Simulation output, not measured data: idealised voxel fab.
Herein follows the process module entitled voxel self aligned vias.
The cross-section shown here is cut; it is 300 nm wide and divided into square cells measuring 5 nm on a side.
Notation: cross-section as square-cell grid; stated in bands, top first, going down; one or more cell rows per band.
Each band's line starts with the height of the band's top and of its bottom, in nm. Then come its materials from left to right, each with its width in nm. One material with "edge to edge" fills the band from edge to edge. "air" is empty space.
Height reference: 0 = level under which incoming wafer is all one material. Lowest band: no bottom, runs on downward, e.g. "from 0 down".
The notation "30..40" denotes a width that varies across the rows of cells in the band, beginning at the first number in the top row, finishing at the second number in the bottom row, and changing by an identical amount from each row to the next.
What does "left unchanged" mean for a step? It means no cell of the cross-section changed in that step.
What "Fully closed voids" gives you is every empty space of 8 cells or more that is cut off from the top. Each appears as width x height at distance, with the distance taken from the left edge and width, height and distance all in nm.
On each step's line, the part that comes after the settings is the simulator's own comment on the step.
overlay nm: mask offset rightward from planned place, masked step; negative means leftward offset.
### Below is the list of planned process steps
1: RECEIVE | material Si
2: CONFORMAL_DEP | material SiO2 | thk nm 15
3: CONFORMAL_DEP | material SiCN | thk nm 5
4: DIRECTIONAL_DEP | material lowk | thk nm 30
5: MASKED_ETCH | tone open | mask id LINES | width nm 20 | pitch nm 65 | etch materials lowk | depth nm 30 | overlay nm 0
6: CONFORMAL_DEP | material TiN | thk nm 5
7: FILL_DEP | material W | thk nm 10
8: CMP | height nm 50
9: SELECTIVE_ETCH | etch materials W Ru TiN | depth nm 5
10: FILL_DEP | material SiN | thk nm 10
11: CMP | height nm 50
12: DIRECTIONAL_DEP | material lowk | thk nm 15
13: PATTERN | tone open | mask id VIAS | material resist | width nm 40 | pitch nm 65 | thk nm 15 | overlay nm 0
14: DIRECTIONAL_ETCH | etch materials lowk | depth nm 15
15: DIRECTIONAL_ETCH | etch materials SiN | depth nm 5
16: STRIP | etch materials resist
17: CONFORMAL_DEP | material TiN | thk nm 5
18: FILL_DEP | material Cu | thk nm 10
19: CMP | height nm 65
20: CONFORMAL_DEP | material SiN | thk nm 5
### Cross-section of the incoming wafer, state after step 1
  from 0 down  Si edge to edge
  Fully closed voids: none
### The plan above was carried out on the starting structure above with one mistake, and this cross-section shows the wafer at the end of the module
  from 70 to 65  SiN edge to edge
  from 65 to 55  lowk 65 nm, TiN 5 nm, Cu 30 nm, TiN 5 nm, lowk 25 nm, TiN 5 nm, Cu 30 nm, TiN 5 nm, lowk 25 nm, TiN 5 nm, Cu 30 nm, TiN 5 nm, lowk 65 nm
  from 55 to 50  lowk 65 nm, TiN 15 nm, Cu 10 nm, TiN 15 nm, lowk 25 nm, TiN 15 nm, Cu 10 nm, TiN 15 nm, lowk 25 nm, TiN 15 nm, Cu 10 nm, TiN 15 nm, lowk 65 nm
  from 50 to 45  lowk 75 nm, TiN 20 nm, lowk 45 nm, TiN 20 nm, lowk 45 nm, TiN 20 nm, lowk 75 nm
  from 45 to 35  lowk 75 nm, TiN 5 nm, W 10 nm, TiN 5 nm, lowk 45 nm, TiN 5 nm, W 10 nm, TiN 5 nm, lowk 45 nm, TiN 5 nm, W 10 nm, TiN 5 nm, lowk 75 nm
  from 35 to 30  lowk 75 nm, TiN 20 nm, lowk 45 nm, TiN 20 nm, lowk 45 nm, TiN 20 nm, lowk 75 nm
  from 30 to 25  SiCN edge to edge
  from 25 to 0  SiO2 edge to edge
  from 0 down  Si edge to edge
  Fully closed voids: none
Deviation from plan: step 2 was run on a setting that differed from the plan, and what really ran there is CONFORMAL_DEP | material SiO2 | thk nm 25
